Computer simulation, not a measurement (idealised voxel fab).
Herein follows the process module entitled voxel fin reveal.
It is cross-section cut that appears here, measuring 165 nm in width, its square cells being 5 nm in size.
Heads up, the way a cross-section reads in here is a grid of square cells, handed over as bands from the top down, with every band being one or more rows of cells.
A band entry consists of two parts. The first gives the height of the band's top and the height of its bottom, in nm. The rest lists the band's materials from left to right, each with its width in nm. A single material labelled with the word "all across" fills the band from edge to edge, and the word "empty" marks empty space.
Below 0: as-received wafer, all one material; heights counted from there. Lowest band: no bottom, goes on down, written "0 down".
Quick explanation for "30 to 40": the width changes in equal steps down the rows of cells, from the first number in the band's top row to the second number in its bottom row.
The cross-section has no changed cell in any step marked "nothing changed".
Empty spaces counting at least 8 cells and having no open way to the top are listed in "Voids, sealed". The notation width x height at distance is used for each, the distance being from the left edge and all three values in nm.
Note: text after step settings on the step line = simulator remark on that step.
"overlay nm" answers the question of how far to the right of plan the mask lay on a step that has a mask, and when it is negative the answer is to the left.

This section lists the process steps that were planned
| 1 | RECEIVE [material Si] |
| 2 | CONFORMAL_DEP [material SiN] [thk nm 5] |
| 3 | MASKED_ETCH [tone cover] [mask id FINS] [width nm 15] [pitch nm 40] [etch materials SiN] [depth nm 5] [overlay nm 0] |
| 4 | MASKED_ETCH [tone cover] [mask id FINS] [width nm 15] [pitch nm 40] [etch materials Si] [depth nm 40] [overlay nm 0] |
| 5 | OXIDIZE [depth nm 5] |
| 6 | FILL_DEP [material SiO2] [thk nm 10] |
| 7 | CMP [height nm 5] |
| 8 | SELECTIVE_ETCH [etch materials SiO2] [depth nm 25] |
| 9 | STRIP [etch materials SiN] |
| 10 | CONFORMAL_DEP [material SiO2] [thk nm 5] |

Below: the first of two wafers, run as planned

Step 1 complete: cross-section of the wafer as received
	0 down = Si all across
	Voids, sealed: none

The wafer in cross-section once step 2 is complete
	5 to 0 = SiN all across
	Below 0, no change.

The wafer in cross-section once step 3 is complete
	5 to 0 = 55 nm empty / 15 nm SiN / 25 nm empty / 15 nm SiN / 55 nm empty
	Below 0, no change.

The wafer in cross-section once step 4 is complete
	5 to 0 = 55 nm empty / 15 nm SiN / 25 nm empty / 15 nm SiN / 55 nm empty
	0 to -40 = 55 nm empty / 15 nm Si / 25 nm empty / 15 nm Si / 55 nm empty
	Below -40, no change.

The wafer in cross-section once step 5 is complete
	5 to 0 = 55 nm empty / 15 nm SiN / 25 nm empty / 15 nm SiN / 55 nm empty
	0 to -40 = 55 nm empty / 5 nm SiO2 / 5 nm Si / 5 nm SiO2 / 25 nm empty / 5 nm SiO2 / 5 nm Si / 5 nm SiO2 / 55 nm empty
	-40 to -45 = 60 nm SiO2 / 5 nm Si / 35 nm SiO2 / 5 nm Si / 60 nm SiO2
	Below -45, no change.

The wafer in cross-section once step 6 is complete
	15 to 5 = SiO2 all across
	5 to 0 = 55 nm SiO2 / 15 nm SiN / 25 nm SiO2 / 15 nm SiN / 55 nm SiO2
	0 to -45 = 60 nm SiO2 / 5 nm Si / 35 nm SiO2 / 5 nm Si / 60 nm SiO2
	Below -45, no change.

The wafer in cross-section once step 7 is complete
	5 to 0 = 55 nm SiO2 / 15 nm SiN / 25 nm SiO2 / 15 nm SiN / 55 nm SiO2
	Below 0, no change.

The wafer in cross-section once step 8 is complete
	5 to 0 = 55 nm empty / 15 nm SiN / 25 nm empty / 15 nm SiN / 55 nm empty
	0 to -20 = 60 nm empty / 5 nm Si / 35 nm empty / 5 nm Si / 60 nm empty
	Below -20, no change.

The wafer in cross-section once step 9 is complete
	0 to -20 = 60 nm empty / 5 nm Si / 35 nm empty / 5 nm Si / 60 nm empty
	Below -20, no change.

The wafer in cross-section once step 10 is complete
	5 to 0 = 55 nm empty / 15 nm SiO2 / 25 nm empty / 15 nm SiO2 / 55 nm empty
	0 to -15 = 55 nm empty / 5 nm SiO2 / 5 nm Si / 5 nm SiO2 / 25 nm empty / 5 nm SiO2 / 5 nm Si / 5 nm SiO2 / 55 nm empty
	-15 to -45 = 60 nm SiO2 / 5 nm Si / 35 nm SiO2 / 5 nm Si / 60 nm SiO2
	Below -45, no change.

Second wafer, same starting conditions and recipe as the first, one mistake in executing it, nothing differs from the first up to and including step 2

Cross-section of the second wafer when, according to plan, step 3 should have finished
	5 to 0 = 60 nm empty / 15 nm SiN / 25 nm empty / 15 nm SiN / 50 nm empty
	Below 0, no change.

Cross-section of the second wafer when, according to plan, step 4 should have finished
	5 to 0 = 60 nm empty / 15 nm SiN / 25 nm empty / 15 nm SiN / 50 nm empty
	0 to -40 = 55 nm empty / 20 nm Si / 20 nm empty / 20 nm Si / 50 nm empty
	Below -40, no change.

Cross-section of the second wafer when, according to plan, step 5 should have finished
	5 to 0 = 60 nm empty / 15 nm SiN / 25 nm empty / 15 nm SiN / 50 nm empty
	0 to -5 = 55 nm empty / 10 nm SiO2 / 5 nm Si / 5 nm SiO2 / 20 nm empty / 10 nm SiO2 / 5 nm Si / 5 nm SiO2 / 50 nm empty
	-5 to -40 = 55 nm empty / 5 nm SiO2 / 10 nm Si / 5 nm SiO2 / 20 nm empty / 5 nm SiO2 / 10 nm Si / 5 nm SiO2 / 50 nm empty
	-40 to -45 = 60 nm SiO2 / 10 nm Si / 30 nm SiO2 / 10 nm Si / 55 nm SiO2
	Below -45, no change.

Cross-section of the second wafer when, according to plan, step 6 should have finished
	15 to 5 = SiO2 all across
	5 to 0 = 60 nm SiO2 / 15 nm SiN / 25 nm SiO2 / 15 nm SiN / 50 nm SiO2
	0 to -5 = 65 nm SiO2 / 5 nm Si / 35 nm SiO2 / 5 nm Si / 55 nm SiO2
	-5 to -45 = 60 nm SiO2 / 10 nm Si / 30 nm SiO2 / 10 nm Si / 55 nm SiO2
	Below -45, no change.

Cross-section of the second wafer when, according to plan, step 7 should have finished
	5 to 0 = 60 nm SiO2 / 15 nm SiN / 25 nm SiO2 / 15 nm SiN / 50 nm SiO2
	Below 0, no change.

Cross-section of the second wafer when, according to plan, step 8 should have finished
	5 to 0 = 60 nm empty / 15 nm SiN / 25 nm empty / 15 nm SiN / 50 nm empty
	0 to -5 = 65 nm empty / 5 nm Si / 35 nm empty / 5 nm Si / 55 nm empty
	-5 to -20 = 60 nm empty / 10 nm Si / 30 nm empty / 10 nm Si / 55 nm empty
	Below -20, no change.

Cross-section of the second wafer when, according to plan, step 9 should have finished
	0 to -5 = 65 nm empty / 5 nm Si / 35 nm empty / 5 nm Si / 55 nm empty
	Below -5, no change.

Cross-section of the second wafer when, according to plan, step 10 should have finished
	5 to 0 = 60 nm empty / 15 nm SiO2 / 25 nm empty / 15 nm SiO2 / 50 nm empty
	0 to -5 = 55 nm empty / 10 nm SiO2 / 5 nm Si / 5 nm SiO2 / 20 nm empty / 10 nm SiO2 / 5 nm Si / 5 nm SiO2 / 50 nm empty
	-5 to -15 = 55 nm empty / 5 nm SiO2 / 10 nm Si / 5 nm SiO2 / 20 nm empty / 5 nm SiO2 / 10 nm Si / 5 nm SiO2 / 50 nm empty
	-15 to -45 = 60 nm SiO2 / 10 nm Si / 30 nm SiO2 / 10 nm Si / 55 nm SiO2
	Below -45, no change.
Error vs. plan: step 3 was processed under conditions differing from the plan, specifically as MASKED_ETCH [tone cover] [mask id FINS] [width nm 15] [pitch nm 40] [etch materials SiN] [depth nm 5] [overlay nm 5]
at the end the second wafer has, in cells: +16 Si | -10 SiO2
